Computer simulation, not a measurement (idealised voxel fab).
process module | voxel air gaps
cross-section cut | 185 nm wide | cells 5 nm
A cross-section is a grid of square cells, given in bands from the top down. A band is one or more rows of cells.
Each band's line starts with the height of the band's top and of its bottom, in nm. Then come its materials from left to right, each with its width in nm. One material with "throughout" fills the band from edge to edge. "air" is empty space.
Height 0 is the level under which the wafer as received is all one material. The lowest band goes on downwards, as in "0 down".
A width such as "30 to 40" changes by the same amount from each row of cells to the next, from the band's top row to its bottom row.
"no change" after a step means that no cell of the cross-section changed.
closed voids: empty space of 8 cells or more with no open way to the top, each as width x height at its distance from the left edge, in nm
after a step's settings: what the simulator itself notes on the step
overlay nm, on a step with a mask: how far to the right of its planned place the mask lay; to the left if negative
plan
1 op RECEIVE | material Si
2 op CONFORMAL_DEP | material SiO2 | thk nm 10
3 op CONFORMAL_DEP | material SiN | thk nm 5
4 op DIRECTIONAL_DEP | material lowk | thk nm 40
5 op MASKED_ETCH | tone open | mask id LINES | width nm 20 | pitch nm 50 | etch materials lowk | depth nm 40 | overlay nm 0
6 op CONFORMAL_DEP | material TiN | thk nm 5
7 op FILL_DEP | material Cu | thk nm 10
8 op CMP | height nm 55
9 op EPI | material Ru | thk nm 10
10 op SELECTIVE_ETCH | etch materials lowk | depth nm 50
11 op CONFORMAL_DEP | material SiCN | thk nm 5
as received, after step 1
  0 down: Si throughout
  closed voids: none
a wafer at the end: this start, this plan, one mistake
  70 to 65: air 10 | SiCN 160 | air 15
  65 to 55: air 10 | SiCN 5 | Ru 150 | SiCN 5 | air 15
  55 to 50: air 10 | SiCN 15 | TiN 5 | Cu 20 | TiN 5 | lowk 20 | TiN 5 | Cu 20 | TiN 5 | lowk 20 | TiN 5 | Cu 20 | TiN 5 | SiCN 15 | air 15
  50 to 20: air 20 | SiCN 5 | TiN 5 | Cu 20 | TiN 5 | lowk 20 | TiN 5 | Cu 20 | TiN 5 | lowk 20 | TiN 5 | Cu 20 | TiN 5 | SiCN 5 | air 25
  20 to 15: SiCN 25 | TiN 30 | lowk 20 | TiN 30 | lowk 20 | TiN 30 | SiCN 30
  15 to 10: SiN throughout
  10 to 0: SiO2 throughout
  0 down: Si throughout
  closed voids: none
what went wrong: step 5 ran as: op MASKED_ETCH | tone open | mask id LINES | width nm 30 | pitch nm 50 | etch materials lowk | depth nm 40 | overlay nm 0
